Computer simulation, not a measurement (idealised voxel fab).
Process module name: voxel fin reveal
In the cross-section labelled cut, the width is 190 nm and each square cell is 5 nm.
For the purposes of this document, a cross-section shall be understood as a grid of square cells, specified as bands listed in top-to-bottom order, each band consisting of one or more rows of cells. Heights first: top, then bottom, in nm. Then materials, left to right, each with a width in nm. "full width" on a single material: fills the band edge to edge. "air": empty space. Heads up on the height convention: 0 is the point under which the incoming wafer is all one material, and the lowest band has no bottom, it just keeps going down, like "top 0, no bottom". Width spec "30->40" -> top row of cells at first value, bottom row at second value, equal per-row change in between. You'll sometimes find "stayed the same" written for a step, and that's the way of saying that nowhere in the cross-section did a cell change during that step. Empty spaces without an open route to the top, at least 8 cells in extent, make up the entry "Voids lacking openings"; each is given as width x height at distance, where the distance is measured from the left edge, and all are in nm. On a step's line, text after the settings is the simulator commenting on that step. Among the settings permitted on a step's line is "overlay nm"; applied to a step with a mask, it specifies the extent to which the mask lay to the right of its planned position, whereas a negative figure signifies a position to the left.
## The following list gives the planned process steps
1. RECEIVE [material Si]
2. CONFORMAL_DEP [material SiN] [thk nm 10]
3. DIRECTIONAL_DEP [material aC] [thk nm 10]
4. PATTERN [tone cover] [mask id FINS] [material resist] [width nm 15] [pitch nm 40] [thk nm 25] [overlay nm -15]
5. DIRECTIONAL_ETCH [etch materials aC] [depth nm 10]
6. STRIP [etch materials resist]
7. DIRECTIONAL_ETCH [etch materials SiN] [depth nm 10]
8. DIRECTIONAL_ETCH [etch materials Si] [depth nm 30]
9. STRIP [etch materials aC]
10. FILL_DEP [material SiO2] [thk nm 10]
11. CMP [height nm 10]
12. SELECTIVE_ETCH [etch materials SiO2] [depth nm 20]
13. STRIP [etch materials SiN]
14. CONFORMAL_DEP [material SiO2] [thk nm 5]
It is noted that the wafers described herein are identical at the outset and are distinguished by the overlay nm of step 4; the value stated in the plan corresponds to the first wafer.
## The first of several wafers as received, shown in cross-section; this is its state after step 1
- top 0, no bottom | Si full width
- Voids lacking openings: none
## first wafer at the end, after step 14
- top 5, bottom 0 | 45 of air / 25 of SiO2 / 15 of air / 25 of SiO2 / 80 of air
- top 0, bottom -5 | 45 of air / 5 of SiO2 / 15 of Si / 5 of SiO2 / 15 of air / 5 of SiO2 / 15 of Si / 5 of SiO2 / 80 of air
- top -5, bottom -30 | 50 of SiO2 / 15 of Si / 25 of SiO2 / 15 of Si / 85 of SiO2
- top -30, no bottom | Si full width
- Voids lacking openings: none
## Final wafer of several, shown in cross-section at the end of the module
- top 5, bottom 0 | 75 of air / 25 of SiO2 / 15 of air / 25 of SiO2 / 50 of air
- top 0, bottom -5 | 75 of air / 5 of SiO2 / 15 of Si / 5 of SiO2 / 15 of air / 5 of SiO2 / 15 of Si / 5 of SiO2 / 50 of air
- top -5, bottom -30 | 80 of SiO2 / 15 of Si / 25 of SiO2 / 15 of Si / 55 of SiO2
- top -30, no bottom | Si full width
- Voids lacking openings: none
## Here is how to read the rows: every wafer has a row, and it shows the wafer at the end of the module, giving for each material how many cells were gained (+) or lost (-) since the wafer was received, then listing its closed voids
overlay nm -15 | -192 Si | +174 SiO2 | Voids lacking openings: none
overlay nm -10 | -192 Si | +174 SiO2 | Voids lacking openings: none
overlay nm -5 | -192 Si | +174 SiO2 | Voids lacking openings: none
overlay nm 0 | -192 Si | +174 SiO2 | Voids lacking openings: none
overlay nm 5 | -192 Si | +174 SiO2 | Voids lacking openings: none
overlay nm 10 | -192 Si | +174 SiO2 | Voids lacking openings: none
overlay nm 15 | -192 Si | +174 SiO2 | Voids lacking openings: none
